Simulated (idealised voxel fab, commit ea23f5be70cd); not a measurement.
Process module under the name voxel self aligned contacts
Displayed cross-section: cut, width of 245 nm, square cells sized 5 nm.
Cross-section format: a grid of square cells, given as bands from top to bottom; each band is one or more rows of cells. Top, bottom (nm), then materials left to right with widths (nm); lone material tagged "throughout" fills the whole band edge to edge; "blank" = empty space. Heights are expressed relative to 0, this being the level below which the as-received wafer comprises one material exclusively. The lowest band is unbounded in the downward direction and is denoted as in "0..down". The width entry "30 to 40" should be interpreted row by row: the top row of cells in the band takes the first number, the bottom row takes the second number, and the change between adjacent rows is uniform throughout. "changes: none" for a step: no cell of the cross-section changed in that step. Empty spaces counting at least 8 cells and having no open way to the top are listed in "Enclosed empty spaces". The notation width x height at distance is used for each, the distance being from the left edge and all three values in nm. On each step's line, the part that comes after the settings is the simulator's own comment on the step. overlay nm: mask offset rightward from planned place, masked step; negative means leftward offset.
### These are the steps we planned for the process
1) RECEIVE, material Si
2) OXIDIZE, depth nm 5
3) DIRECTIONAL_DEP, material polySi, thk nm 30
4) DIRECTIONAL_DEP, material SiN, thk nm 20
5) DIRECTIONAL_DEP, material aC, thk nm 10
6) PATTERN, tone cover, mask id GATE, material resist, width nm 35, pitch nm 80, thk nm 30, overlay nm 0
7) DIRECTIONAL_ETCH, etch materials aC, depth nm 10
8) STRIP, etch materials resist
9) DIRECTIONAL_ETCH, etch materials SiN, depth nm 20
10) DIRECTIONAL_ETCH, etch materials polySi, depth nm 30
11) STRIP, etch materials aC
12) CONFORMAL_DEP, material SiN, thk nm 10
13) DIRECTIONAL_ETCH, etch materials SiN, depth nm 10
14) FILL_DEP, material SiO2, thk nm 10
15) CMP, height nm 55
16) MASKED_ETCH, tone open, mask id CONTACT, width nm 55, etch materials SiO2, depth nm 60, overlay nm 0
17) CONFORMAL_DEP, material TiN, thk nm 5
18) FILL_DEP, material Ru, thk nm 5
19) CMP, height nm 55
20) CONFORMAL_DEP, material SiN, thk nm 5
### Step 1 complete: cross-section of the wafer as received
- 0..down = Si throughout
- Enclosed empty spaces: none
### Cross-section, first of two wafers, end of module, run as planned
- 60..55 = SiN throughout
- 55..50 = SiO2=95, TiN=20, Ru=15, TiN=20, SiO2=95
- 50..30 = SiO2=55, SiN=55, TiN=5, Ru=15, TiN=5, SiN=55, SiO2=55
- 30..0 = SiO2=55, SiN=10, polySi=35, SiN=10, TiN=5, Ru=15, TiN=5, SiN=10, polySi=35, SiN=10, SiO2=55
- 0..-5 = SiO2=110, TiN=25, SiO2=110
- -5..down = Si throughout
- Enclosed empty spaces: none
### Cross-section, wafer two of two, end of module: same start and plan as wafer one, one error in execution
- 60..55 = SiN throughout
- 55..35 = SiO2=55, SiN=10, polySi=35, SiN=10, TiN=5, Ru=15, TiN=5, SiN=10, polySi=35, SiN=10, SiO2=55
- 35..30 = SiO2=55, SiN=10, polySi=35, SiN=10, TiN=25, SiN=10, polySi=35, SiN=10, SiO2=55
- 30..0 = polySi throughout
- 0..-5 = SiO2 throughout
- -5..down = Si throughout
- Enclosed empty spaces: none
Nonconformance to the process plan: step 3 was run twice
At the finish, the second wafer shows more or fewer cells for some materials than the first does: -21 Ru, -96 SiN, -143 SiO2, -20 TiN, +280 polySi
